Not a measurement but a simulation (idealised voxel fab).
The document below concerns the process module designated voxel air gaps.
The cross-section on display is named cut; it measures 245 nm wide, and its cells are 5 nm squares.
Cross-section format: a grid of square cells, given as bands from top to bottom; each band is one or more rows of cells.
Basically the band line says how high the top is and how high the bottom is, in nm, and then what's in it from left to right, every material with its width in nm. Empty space shows up as "blank", and if a single material carries "full width" it runs the full band edge to edge.
The reference from which all heights are counted is 0, the level beneath which the as-received wafer is entirely one material; the lowest band, having no lower bound, proceeds downward and is written after the example "0 nm and below".
Graded width ("30->40"): value in top row of band = first number; value in bottom row = second number; row-to-row change constant.
Basically "remained unchanged" means that step didn't change any cell in the cross-section.
"Enclosed void inventory": empty spaces of 8 cells or more with no open way to the top, each given as width x height at distance, distance from the left edge, all in nm.
On each step's line, the part that comes after the settings is the simulator's own comment on the step.
overlay nm: right-of-plan distance of the mask on a masked step; negative values mean left-of-plan.
Plan
step 1: RECEIVE: material Si
step 2: CONFORMAL_DEP: material SiO2, thk nm 10
step 3: CONFORMAL_DEP: material SiN, thk nm 5
step 4: DIRECTIONAL_DEP: material SiO2, thk nm 35
step 5: PATTERN: tone open, mask id LINES, material resist, width nm 20, pitch nm 50, thk nm 20, overlay nm 0
step 6: DIRECTIONAL_ETCH: etch materials SiO2, depth nm 35
step 7: STRIP: etch materials resist
step 8: CONFORMAL_DEP: material TiN, thk nm 5
step 9: FILL_DEP: material W, thk nm 10
step 10: CMP: height nm 50
step 11: EPI: material Ru, thk nm 10
step 12: SELECTIVE_ETCH: etch materials SiO2, depth nm 45
step 13: CONFORMAL_DEP: material SiN, thk nm 5
As-received state of the wafer in cross-section, equivalent to post-step 1
0 nm and below: Si full width
Enclosed void inventory: none
What the wafer looks like in cross-section after this module, when it starts as shown above and follows the plan above but one mistake is made in running it
75 nm to 70 nm: blank: 35, SiN: 170, blank: 40
70 nm to 50 nm: blank: 35, SiN: 5, Ru: 160, SiN: 5, blank: 40
50 nm to 45 nm: blank: 35, SiN: 25, TiN: 5, W: 10, TiN: 5, SiO2: 30, TiN: 5, W: 10, TiN: 5, SiO2: 30, TiN: 5, W: 10, TiN: 5, SiN: 25, blank: 40
45 nm to 20 nm: blank: 55, SiN: 5, TiN: 5, W: 10, TiN: 5, SiO2: 30, TiN: 5, W: 10, TiN: 5, SiO2: 30, TiN: 5, W: 10, TiN: 5, SiN: 5, blank: 60
20 nm to 15 nm: SiN: 60, TiN: 20, SiO2: 30, TiN: 20, SiO2: 30, TiN: 20, SiN: 65
15 nm to 10 nm: SiN full width
10 nm to 0 nm: SiO2 full width
0 nm and below: Si full width
Enclosed void inventory: none
Nonconformance to the process plan: step 11 of the plan was twice carried out
